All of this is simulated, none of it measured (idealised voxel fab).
Process module in this document: voxel transistor to metal
Cross-sectional view cut (width: 180 nm; square cell size: 5 nm).
If you're reading a cross-section in this doc, picture square cells in a grid; it comes to you as bands, top ones listed first down to the bottom, and a band can be one or more rows of cells. For a band, the entry starts with two heights in nm, that of the top and then that of the bottom, and carries on with the band's materials in order from left to right, each alongside its width in nm; the word "edge to edge" beside a single material means it fills the band edge to edge, and "empty" means empty space. Heights are expressed relative to 0, this being the level below which the as-received wafer comprises one material exclusively. The lowest band is unbounded in the downward direction and is denoted as in "0 down". The expression "30 to 40" gives the width at the extremes of the band, the first number at its top row of cells and the second at its bottom row, with the width changing by equal amounts from each row to the next in between. Where the words "identical to before" appear for a step, the cross-section shows no cell changed by that step; every cell remained as before. The label "Closed void list" introduces a list of the empty spaces, 8 cells or larger, that have no open way up to the top; each entry in it reads width x height at distance, where the distance is taken from the left edge and all three are stated in nm. On a step's line, text after the settings is the simulator commenting on that step. overlay nm: on a step with a mask, how far right of its planned place the mask lay; negative means left.

### Steps in the process plan
| 1 | RECEIVE,material Si |
| 2 | OXIDIZE,depth nm 5 |
| 3 | CONFORMAL_DEP,material SiN,thk nm 15 |
| 4 | DIRECTIONAL_DEP,material aC,thk nm 10 |
| 5 | PATTERN,tone cover,mask id ACTIVE,material resist,width nm 110,thk nm 30,overlay nm 0 |
| 6 | DIRECTIONAL_ETCH,etch materials aC,depth nm 10 |
| 7 | STRIP,etch materials resist |
| 8 | DIRECTIONAL_ETCH,etch materials SiN,depth nm 15 |
| 9 | DIRECTIONAL_ETCH,etch materials SiO2,depth nm 5 |
| 10 | DIRECTIONAL_ETCH,etch materials Si,depth nm 30 |
| 11 | STRIP,etch materials aC |
| 12 | FILL_DEP,material SiO2,thk nm 5 |
| 13 | CMP,height nm 15 |
| 14 | SELECTIVE_ETCH,etch materials SiO2,depth nm 10 |
| 15 | STRIP,etch materials SiN |
| 16 | SELECTIVE_ETCH,etch materials SiO2,depth nm 5 |
| 17 | OXIDIZE,depth nm 5 |
| 18 | DIRECTIONAL_DEP,material polySi,thk nm 20 |
| 19 | DIRECTIONAL_DEP,material SiCN,thk nm 15 |
| 20 | PATTERN,tone cover,mask id GATE,material resist,width nm 30,thk nm 15,overlay nm 0 |
| 21 | DIRECTIONAL_ETCH,etch materials SiCN,depth nm 25 |
| 22 | DIRECTIONAL_ETCH,etch materials polySi,depth nm 30 |
| 23 | STRIP,etch materials resist |
| 24 | CONFORMAL_DEP,material SiO2,thk nm 5 |
| 25 | DIRECTIONAL_ETCH,etch materials SiO2,depth nm 5 |
| 26 | CONFORMAL_DEP,material SiN,thk nm 5 |
| 27 | DIRECTIONAL_ETCH,etch materials SiN,depth nm 5 |
| 28 | DIRECTIONAL_ETCH,etch materials SiO2,depth nm 5 |
| 29 | EPI,material nSi,thk nm 5 |
| 30 | FILL_DEP,material SiO2,thk nm 10 |
| 31 | CMP,height nm 15 |
| 32 | STRIP,etch materials polySi |
| 33 | SELECTIVE_ETCH,etch materials SiO2,depth nm 5 |
| 34 | CONFORMAL_DEP,material HfO2,thk nm 5 |
| 35 | CONFORMAL_DEP,material TiN,thk nm 5 |
| 36 | FILL_DEP,material W,thk nm 10 |
| 37 | CMP,height nm 10 |
| 38 | DIRECTIONAL_DEP,material SiO2,thk nm 10 |
| 39 | PATTERN,tone open,mask id CONTACT,material resist,width nm 20,pitch nm 80,thk nm 15,overlay nm 0 |
| 40 | DIRECTIONAL_ETCH,etch materials SiO2,depth nm 25 |
| 41 | STRIP,etch materials resist |
| 42 | CONFORMAL_DEP,material TiN,thk nm 5 |
| 43 | FILL_DEP,material W,thk nm 10 |
| 44 | CMP,height nm 20 |
| 45 | DIRECTIONAL_DEP,material TiN,thk nm 5 |
| 46 | DIRECTIONAL_DEP,material W,thk nm 20 |
| 47 | DIRECTIONAL_DEP,material aC,thk nm 10 |
| 48 | PATTERN,tone cover,mask id METAL_1,material resist,width nm 20,pitch nm 80,thk nm 25,overlay nm 0 |
| 49 | DIRECTIONAL_ETCH,etch materials aC,depth nm 10 |
| 50 | STRIP,etch materials resist |
| 51 | DIRECTIONAL_ETCH,etch materials W,depth nm 20 |
| 52 | DIRECTIONAL_ETCH,etch materials TiN,depth nm 5 |
| 53 | STRIP,etch materials aC |
| 54 | FILL_DEP,material SiO2,thk nm 10 |
| 55 | CMP,height nm 45 |
| 56 | CONFORMAL_DEP,material SiCN,thk nm 5 |
| 57 | DIRECTIONAL_DEP,material lowk,thk nm 35 |
| 58 | MASKED_ETCH,tone open,mask id METAL_2,width nm 20,pitch nm 80,etch materials lowk,depth nm 20,overlay nm 0 |
| 59 | PATTERN,tone open,mask id METAL_2_HOLES,material resist,width nm 15,pitch nm 80,thk nm 20,overlay nm 0 |
| 60 | DIRECTIONAL_ETCH,etch materials lowk,depth nm 15 |
| 61 | DIRECTIONAL_ETCH,etch materials SiCN,depth nm 5 |
| 62 | STRIP,etch materials resist |
| 63 | CONFORMAL_DEP,material TiN,thk nm 5 |
| 64 | FILL_DEP,material Cu,thk nm 5 |
| 65 | CMP,height nm 85 |
| 66 | CONFORMAL_DEP,material SiCN,thk nm 5 |

### Delivered wafer in cross-section: state after step 1
	0 down | Si edge to edge
	Closed void list: none

### The first of the two wafers as seen in cross-section once the module was finished; processing followed the plan
	90 to 85 | SiCN edge to edge
	85 to 70 | 40 of lowk / 5 of TiN / 10 of Cu / 5 of TiN / 60 of lowk / 5 of TiN / 10 of Cu / 5 of TiN / 40 of lowk
	70 to 65 | 40 of lowk / 5 of TiN / 5 of Cu / 10 of TiN / 60 of lowk / 5 of TiN / 5 of Cu / 10 of TiN / 40 of lowk
	65 to 50 | 40 of lowk / 5 of TiN / 5 of Cu / 5 of TiN / 65 of lowk / 5 of TiN / 5 of Cu / 5 of TiN / 45 of lowk
	50 to 45 | 40 of SiCN / 15 of TiN / 65 of SiCN / 15 of TiN / 45 of SiCN
	45 to 25 | 40 of SiO2 / 20 of W / 60 of SiO2 / 20 of W / 40 of SiO2
	25 to 20 | 40 of SiO2 / 20 of TiN / 60 of SiO2 / 20 of TiN / 40 of SiO2
	20 to 10 | 40 of SiO2 / 5 of TiN / 10 of W / 5 of TiN / 60 of SiO2 / 5 of TiN / 10 of W / 5 of TiN / 40 of SiO2
	10 to 0 | 40 of SiO2 / 5 of TiN / 10 of W / 5 of TiN / 5 of SiO2 / 5 of SiN / 5 of HfO2 / 5 of TiN / 20 of W / 5 of TiN / 5 of HfO2 / 5 of SiN / 5 of SiO2 / 5 of TiN / 10 of W / 5 of TiN / 40 of SiO2
	0 to -5 | 35 of SiO2 / 5 of SiN / 20 of TiN / 5 of SiO2 / 5 of SiN / 5 of HfO2 / 30 of TiN / 5 of HfO2 / 5 of SiN / 5 of SiO2 / 20 of TiN / 5 of SiN / 35 of SiO2
	-5 to -10 | 40 of SiO2 / 25 of nSi / 5 of SiO2 / 40 of HfO2 / 5 of SiO2 / 25 of nSi / 40 of SiO2
	-10 to -35 | 35 of SiO2 / 110 of Si / 35 of SiO2
	-35 down | Si edge to edge
	Closed void list: none

### Cross-section at end of module for the second wafer of two, which matched the first in starting point and plan and differed by one mistake in its processing
	90 to 85 | SiCN edge to edge
	85 to 70 | 40 of lowk / 5 of TiN / 10 of Cu / 5 of TiN / 60 of lowk / 5 of TiN / 10 of Cu / 5 of TiN / 40 of lowk
	70 to 65 | 40 of lowk / 5 of TiN / 5 of Cu / 10 of TiN / 60 of lowk / 5 of TiN / 5 of Cu / 10 of TiN / 40 of lowk
	65 to 50 | 40 of lowk / 5 of TiN / 5 of Cu / 5 of TiN / 65 of lowk / 5 of TiN / 5 of Cu / 5 of TiN / 45 of lowk
	50 to 45 | 40 of SiCN / 15 of TiN / 65 of SiCN / 15 of TiN / 45 of SiCN
	45 to 25 | 40 of SiO2 / 20 of W / 60 of SiO2 / 20 of W / 40 of SiO2
	25 to 20 | 40 of SiO2 / 20 of TiN / 60 of SiO2 / 20 of TiN / 40 of SiO2
	20 to 10 | 40 of SiO2 / 5 of TiN / 10 of W / 5 of TiN / 60 of SiO2 / 5 of TiN / 10 of W / 5 of TiN / 40 of SiO2
	10 to 0 | 40 of SiO2 / 5 of TiN / 10 of W / 5 of TiN / 10 of SiO2 / 5 of HfO2 / 5 of TiN / 20 of W / 5 of TiN / 5 of HfO2 / 10 of SiO2 / 5 of TiN / 10 of W / 5 of TiN / 40 of SiO2
	0 to -5 | 40 of SiO2 / 20 of TiN / 10 of SiO2 / 5 of HfO2 / 30 of TiN / 5 of HfO2 / 10 of SiO2 / 20 of TiN / 40 of SiO2
	-5 to -10 | 35 of SiO2 / 35 of nSi / 40 of HfO2 / 35 of nSi / 35 of SiO2
	-10 to -35 | 35 of SiO2 / 110 of Si / 35 of SiO2
	-35 down | Si edge to edge
	Closed void list: none
Error vs. plan: step 26 of the plan never got run, it was skipped over
at the end the second wafer has, in cells: SiN: 8 fewer; SiO2: 4 more; nSi: 4 more
